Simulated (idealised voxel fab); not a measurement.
The document below concerns the process module designated voxel self aligned vias.
Cross-section cut spans 235 nm and uses square cells 5 nm in size.
Cross-section format: a grid of square cells, given as bands from top to bottom; each band is one or more rows of cells.
A band entry consists of two parts. The first gives the height of the band's top and the height of its bottom, in nm. The rest lists the band's materials from left to right, each with its width in nm. A single material labelled with the word "full width" fills the band from edge to edge, and the word "air" marks empty space.
Height reference: 0 = level under which incoming wafer is all one material. Lowest band: no bottom, runs on downward, e.g. "0 -> down".
The width entry "30..40" should be interpreted row by row: the top row of cells in the band takes the first number, the bottom row takes the second number, and the change between adjacent rows is uniform throughout.
Reading "no change" for a step: not a cell of the cross-section changed in it.
Empty spaces without an open route to the top, at least 8 cells in extent, make up the entry "Voids lacking openings"; each is given as width x height at distance, where the distance is measured from the left edge, and all are in nm.
If you see something after the settings on a step's line, that's the simulator's own remark about that step.
Each step line may optionally specify "overlay nm", which for a step with a mask gives the rightward distance between the mask's planned place and where it lay, a negative value indicating the leftward direction.

So here's the lineup of process steps we planned
1,RECEIVE with material Si
2,CONFORMAL_DEP with material SiO2, thk nm 10
3,CONFORMAL_DEP with material SiCN, thk nm 5
4,DIRECTIONAL_DEP with material SiO2, thk nm 20
5,MASKED_ETCH with tone open, mask id LINES, width nm 25, pitch nm 70, etch materials SiO2, depth nm 20, overlay nm 0
6,CONFORMAL_DEP with material TiN, thk nm 5
7,FILL_DEP with material W, thk nm 10
8,CMP with height nm 35
9,SELECTIVE_ETCH with etch materials W Ru TiN, depth nm 5
10,FILL_DEP with material SiN, thk nm 5
11,CMP with height nm 35
12,DIRECTIONAL_DEP with material SiO2, thk nm 15
13,MASKED_ETCH with tone open, mask id VIAS, width nm 45, pitch nm 70, etch materials SiO2, depth nm 15, overlay nm 0
14,MASKED_ETCH with tone open, mask id VIAS, width nm 45, pitch nm 70, etch materials SiN, depth nm 5, overlay nm 0
15,CONFORMAL_DEP with material TiN, thk nm 5
16,FILL_DEP with material W, thk nm 10
17,CMP with height nm 50
18,CONFORMAL_DEP with material SiN, thk nm 5

Received-state cross-section, reflecting completion of step 1
> 0 -> down | Si full width
> Voids lacking openings: none

First of two wafers, end-of-module section, run followed plan
> 55 -> 50 | SiN full width
> 50 -> 40 | SiO2: 60 / TiN: 5 / W: 35 / TiN: 5 / SiO2: 25 / TiN: 5 / W: 35 / TiN: 5 / SiO2: 60
> 40 -> 35 | SiO2: 60 / TiN: 15 / W: 15 / TiN: 15 / SiO2: 25 / TiN: 15 / W: 15 / TiN: 15 / SiO2: 60
> 35 -> 30 | SiO2: 70 / TiN: 25 / SiO2: 45 / TiN: 25 / SiO2: 70
> 30 -> 20 | SiO2: 70 / TiN: 5 / W: 15 / TiN: 5 / SiO2: 45 / TiN: 5 / W: 15 / TiN: 5 / SiO2: 70
> 20 -> 15 | SiO2: 70 / TiN: 25 / SiO2: 45 / TiN: 25 / SiO2: 70
> 15 -> 10 | SiCN full width
> 10 -> 0 | SiO2 full width
> 0 -> down | Si full width
> Voids lacking openings: none

Second wafer of the two, sectioned at the end of the module. It began like the first and followed the same plan, but one mistake was made while running it
> 55 -> 50 | SiN full width
> 50 -> 40 | SiO2: 60 / TiN: 5 / W: 35 / TiN: 5 / SiO2: 25 / TiN: 5 / W: 35 / TiN: 5 / SiO2: 60
> 40 -> 35 | SiO2: 60 / TiN: 45 / SiO2: 25 / TiN: 45 / SiO2: 60
> 35 -> 30 | SiN: 60 / TiN: 10 / SiO2: 25 / TiN: 10 / SiN: 25 / TiN: 10 / SiO2: 25 / TiN: 10 / SiN: 60
> 30 -> 20 | W: 65 / TiN: 5 / SiO2: 25 / TiN: 5 / W: 35 / TiN: 5 / SiO2: 25 / TiN: 5 / W: 65
> 20 -> 15 | TiN: 70 / SiO2: 25 / TiN: 45 / SiO2: 25 / TiN: 70
> 15 -> 10 | SiCN full width
> 10 -> 0 | SiO2 full width
> 0 -> down | Si full width
> Voids lacking openings: none
Run error: step 5 did not use the planned setting and instead ran as MASKED_ETCH with tone cover, mask id LINES, width nm 25, pitch nm 70, etch materials SiO2, depth nm 20, overlay nm 0
End check, counted in cells, second wafer has more or fewer of these materials than the first: SiN: 29 more, SiO2: 108 fewer, TiN: 31 more, W: 48 more
